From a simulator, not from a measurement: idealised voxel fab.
process module | voxel wiring stack
cross-section cut | 170 nm wide | cells 5 nm
A cross-section is a grid of square cells, given in bands from the top down. A band is one or more rows of cells.
Each band's line starts with the height of the band's top and of its bottom, in nm. Then come its materials from left to right, each with its width in nm. One material with "throughout" fills the band from edge to edge. "air" is empty space.
Height 0 is the level under which the wafer as received is all one material. The lowest band goes on downwards, as in "0 down".
A width such as "30 to 40" changes by the same amount from each row of cells to the next, from the band's top row to its bottom row.
"no change" after a step means that no cell of the cross-section changed.
closed voids: empty space of 8 cells or more with no open way to the top, each as width x height at its distance from the left edge, in nm
after a step's settings: what the simulator itself notes on the step
overlay nm, on a step with a mask: how far to the right of its planned place the mask lay; to the left if negative
plan
1 op RECEIVE | material Si
2 op CONFORMAL_DEP | material SiO2 | thk nm 15
3 op CONFORMAL_DEP | material SiCN | thk nm 5
4 op DIRECTIONAL_DEP | material lowk | thk nm 25
5 op MASKED_ETCH | tone open | mask id METAL_1 | width nm 25 | pitch nm 55 | etch materials lowk | depth nm 25 | overlay nm 0
6 op MASKED_ETCH | tone open | mask id METAL_1 | width nm 25 | pitch nm 55 | etch materials SiCN | depth nm 5 | overlay nm 0
7 op CONFORMAL_DEP | material TiN | thk nm 5
8 op FILL_DEP | material Ru | thk nm 10
9 op CMP | height nm 45
10 op CONFORMAL_DEP | material SiCN | thk nm 5
11 op DIRECTIONAL_DEP | material SiO2 | thk nm 35
12 op PATTERN | tone open | mask id METAL_2_HOLES | material resist | width nm 15 | pitch nm 55 | thk nm 15 | overlay nm 0
13 op DIRECTIONAL_ETCH | etch materials SiO2 | depth nm 35
14 op STRIP | etch materials resist
15 op DIRECTIONAL_DEP | material aC | thk nm 10
16 op PATTERN | tone open | mask id METAL_2 | material resist | width nm 25 | pitch nm 55 | thk nm 30 | overlay nm 0
17 op DIRECTIONAL_ETCH | etch materials aC | depth nm 10
18 op STRIP | etch materials resist
19 op DIRECTIONAL_ETCH | etch materials SiO2 | depth nm 20
20 op DIRECTIONAL_ETCH | etch materials SiCN | depth nm 5
21 op STRIP | etch materials aC
22 op CONFORMAL_DEP | material TiN | thk nm 5
23 op FILL_DEP | material Cu | thk nm 5
24 op CMP | height nm 85
25 op CONFORMAL_DEP | material SiCN | thk nm 5
as received, after step 1
  0 down: Si throughout
  closed voids: none
first wafer at the end, as planned
  90 to 85: SiCN throughout
  85 to 70: SiO2 15 | TiN 5 | Cu 15 | TiN 5 | SiO2 30 | TiN 5 | Cu 15 | TiN 5 | SiO2 30 | TiN 5 | Cu 15 | TiN 5 | SiO2 20
  70 to 65: SiO2 15 | TiN 5 | Cu 5 | TiN 15 | SiO2 30 | TiN 5 | Cu 5 | TiN 15 | SiO2 30 | TiN 5 | Cu 5 | TiN 15 | SiO2 20
  65 to 50: SiO2 15 | TiN 5 | Cu 5 | TiN 5 | SiO2 40 | TiN 5 | Cu 5 | TiN 5 | SiO2 40 | TiN 5 | Cu 5 | TiN 5 | SiO2 30
  50 to 45: SiCN 15 | TiN 15 | SiCN 40 | TiN 15 | SiCN 40 | TiN 15 | SiCN 30
  45 to 20: lowk 15 | TiN 5 | Ru 15 | TiN 5 | lowk 30 | TiN 5 | Ru 15 | TiN 5 | lowk 30 | TiN 5 | Ru 15 | TiN 5 | lowk 20
  20 to 15: SiCN 15 | TiN 25 | SiCN 30 | TiN 25 | SiCN 30 | TiN 25 | SiCN 20
  15 to 0: SiO2 throughout
  0 down: Si throughout
  closed voids: none
second wafer at the end: like start, like plan, one mistake
  90 to 85: SiCN throughout
  85 to 70: SiO2 15 | TiN 5 | Cu 15 | TiN 5 | SiO2 30 | TiN 5 | Cu 15 | TiN 5 | SiO2 30 | TiN 5 | Cu 15 | TiN 5 | SiO2 20
  70 to 65: SiO2 15 | TiN 5 | Cu 5 | TiN 15 | SiO2 30 | TiN 5 | Cu 5 | TiN 15 | SiO2 30 | TiN 5 | Cu 5 | TiN 15 | SiO2 20
  65 to 50: SiO2 15 | TiN 5 | Cu 5 | TiN 5 | SiO2 40 | TiN 5 | Cu 5 | TiN 5 | SiO2 40 | TiN 5 | Cu 5 | TiN 5 | SiO2 30
  50 to 45: SiCN 15 | TiN 15 | SiCN 40 | TiN 15 | SiCN 40 | TiN 15 | SiCN 30
  45 to 35: lowk 15 | TiN 5 | Ru 15 | TiN 5 | lowk 30 | TiN 5 | Ru 15 | TiN 5 | lowk 30 | TiN 5 | Ru 15 | TiN 5 | lowk 20
  35 to 30: SiCN 15 | TiN 25 | SiCN 30 | TiN 25 | SiCN 30 | TiN 25 | SiCN 20
  30 to 0: SiO2 throughout
  0 down: Si throughout
  closed voids: none
what went wrong: step 2 was run twice
at the end the second wafer has, in cells: 27 fewer of Ru | 102 more of SiO2 | 18 fewer of TiN | 57 fewer of lowk
